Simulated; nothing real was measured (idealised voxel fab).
process module | voxel tone inversion
Cross-section cut: width 145 nm, square cells of 5 nm.
Square cells in a grid make up a cross-section in this document, and the grid is given as bands, listed from the top down, each one or more rows of cells.
The band entry comprises the height of the band's top followed by the height of its bottom, expressed in nm, and subsequently the band's materials from left to right, each stated together with its width in nm. Where a single material is marked with the word "full width", that material fills the band from edge to edge. The word "blank" represents empty space.
A quick word on heights: they are counted from 0, and under that level the wafer as it came to us is one material throughout. The lowest band is different from the rest in having no bottom; it simply continues downward, written as in "0 -> down".
It should be noted that a width expressed as "30..40" varies in equal increments from row to row of cells within the band, taking the value of the first number at the top row and that of the second number at the bottom row.
A step reported as "stayed the same" is a step in which no cell of the cross-section changed.
Closed-off voids of 8+ cells (no open route to the top) go in "Closed void inventory", written width x height at distance from the left edge, in nm.
Read whatever lies past the settings on a step's line as the simulator's own remark about the step.
A step's line can hold "overlay nm"; with a mask on that step, the setting says how far right of the planned place the mask lay, while a negative setting says it lay to the left.

Steps planned for the process
- 1: RECEIVE: material Si
- 2: CONFORMAL_DEP: material SiCN, thk nm 10
- 3: DIRECTIONAL_DEP: material polySi, thk nm 15
- 4: PATTERN: tone cover, mask id POSTS, material resist, width nm 20, pitch nm 40, thk nm 25, overlay nm 0
- 5: DIRECTIONAL_ETCH: etch materials polySi, depth nm 15
- 6: STRIP: etch materials resist
- 7: FILL_DEP: material lowk, thk nm 5
- 8: CMP: height nm 25
- 9: STRIP: etch materials polySi
- 10: CONFORMAL_DEP: material TiN, thk nm 5
- 11: FILL_DEP: material Cu, thk nm 10
- 12: CMP: height nm 25
- 13: CONFORMAL_DEP: material SiN, thk nm 5

Cross-sectional view of the wafer in its as-received condition, corresponding to the state after step 1
- 0 -> down | Si full width
- Closed void inventory: none

The cross-section shown corresponds to the wafer at the conclusion of the module. The initial structure and the process plan are those presented above; however, one mistake occurred in executing the plan
- 30 -> 25 | SiN full width
- 25 -> 15 | lowk: 20  TiN: 5  SiN: 10  TiN: 5  lowk: 20  TiN: 5  SiN: 10  TiN: 5  lowk: 20  TiN: 5  SiN: 10  TiN: 5  lowk: 25
- 15 -> 10 | lowk: 20  TiN: 20  lowk: 20  TiN: 20  lowk: 20  TiN: 20  lowk: 25
- 10 -> 0 | SiCN full width
- 0 -> down | Si full width
- Closed void inventory: none
what went wrong: step 11 was processed under conditions differing from the plan, specifically as FILL_DEP: material SiN, thk nm 10
